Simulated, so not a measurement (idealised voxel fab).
process module | voxel ribs on slabs
cross-section cut | 260 nm wide | cells 5 nm
A cross-section is a grid of square cells, given in bands from the top down. A band is one or more rows of cells.
Each band's line starts with the height of the band's top and of its bottom, in nm. Then come its materials from left to right, each with its width in nm. One material with "throughout" fills the band from edge to edge. "air" is empty space.
Height 0 is the level under which the wafer as received is all one material. The lowest band goes on downwards, as in "0 down".
A width such as "30 to 40" changes by the same amount from each row of cells to the next, from the band's top row to its bottom row.
"no change" after a step means that no cell of the cross-section changed.
closed voids: empty space of 8 cells or more with no open way to the top, each as width x height at its distance from the left edge, in nm
after a step's settings: what the simulator itself notes on the step
overlay nm, on a step with a mask: how far to the right of its planned place the mask lay; to the left if negative
plan
1 op RECEIVE | material Si
2 op DIRECTIONAL_DEP | material SiO2 | thk nm 20
3 op DIRECTIONAL_DEP | material polySi | thk nm 25
4 op MASKED_ETCH | tone cover | mask id RIB | width nm 15 | etch materials polySi | depth nm 20 | overlay nm 0
5 op PATTERN | tone cover | mask id SLAB | material resist | width nm 75 | thk nm 20 | overlay nm 0
6 op DIRECTIONAL_ETCH | etch materials polySi | depth nm 5
7 op STRIP | etch materials resist
8 op FILL_DEP | material SiO2 | thk nm 25
9 op CMP | height nm 65
10 op DIRECTIONAL_DEP | material W | thk nm 5
11 op MASKED_ETCH | tone cover | mask id HEATER | width nm 25 | etch materials W | depth nm 5 | overlay nm 0
12 op CONFORMAL_DEP | material SiN | thk nm 5
first wafer, as planned
as received, after step 1
  0 down: Si throughout
  closed voids: none
after step 2
  20 to 0: SiO2 throughout
  below 0: unchanged
after step 3
  45 to 20: polySi throughout
  below 20: unchanged
after step 4
  45 to 25: air 120 | polySi 15 | air 125
  below 25: unchanged
after step 5
  65 to 45: air 90 | resist 75 | air 95
  45 to 25: air 90 | resist 30 | polySi 15 | resist 30 | air 95
  below 25: unchanged
after step 6
  65 to 45: air 90 | resist 75 | air 95
  45 to 25: air 90 | resist 30 | polySi 15 | resist 30 | air 95
  25 to 20: air 90 | polySi 75 | air 95
  below 20: unchanged
after step 7
  45 to 25: air 120 | polySi 15 | air 125
  below 25: unchanged
after step 8
  70 to 45: SiO2 throughout
  45 to 25: SiO2 120 | polySi 15 | SiO2 125
  25 to 20: SiO2 90 | polySi 75 | SiO2 95
  below 20: unchanged
after step 9
  65 to 45: SiO2 throughout
  below 45: unchanged
after step 10
  70 to 65: W throughout
  below 65: unchanged
after step 11
  70 to 65: air 115 | W 25 | air 120
  below 65: unchanged
after step 12
  75 to 70: air 110 | SiN 35 | air 115
  70 to 65: SiN 115 | W 25 | SiN 120
  below 65: unchanged
second wafer: like start, like plan, one mistake. Through step 10 it matches the first wafer
when step 11 should have ended
  70 to 65: air 125 | W 25 | air 110
  below 65: unchanged
when step 12 should have ended
  75 to 70: air 120 | SiN 35 | air 105
  70 to 65: SiN 125 | W 25 | SiN 110
  below 65: unchanged
what went wrong: step 11 ran as: op MASKED_ETCH | tone cover | mask id HEATER | width nm 25 | etch materials W | depth nm 5 | overlay nm 10
at the end the second wafer has, in cells: as many of each material as the first, in other places
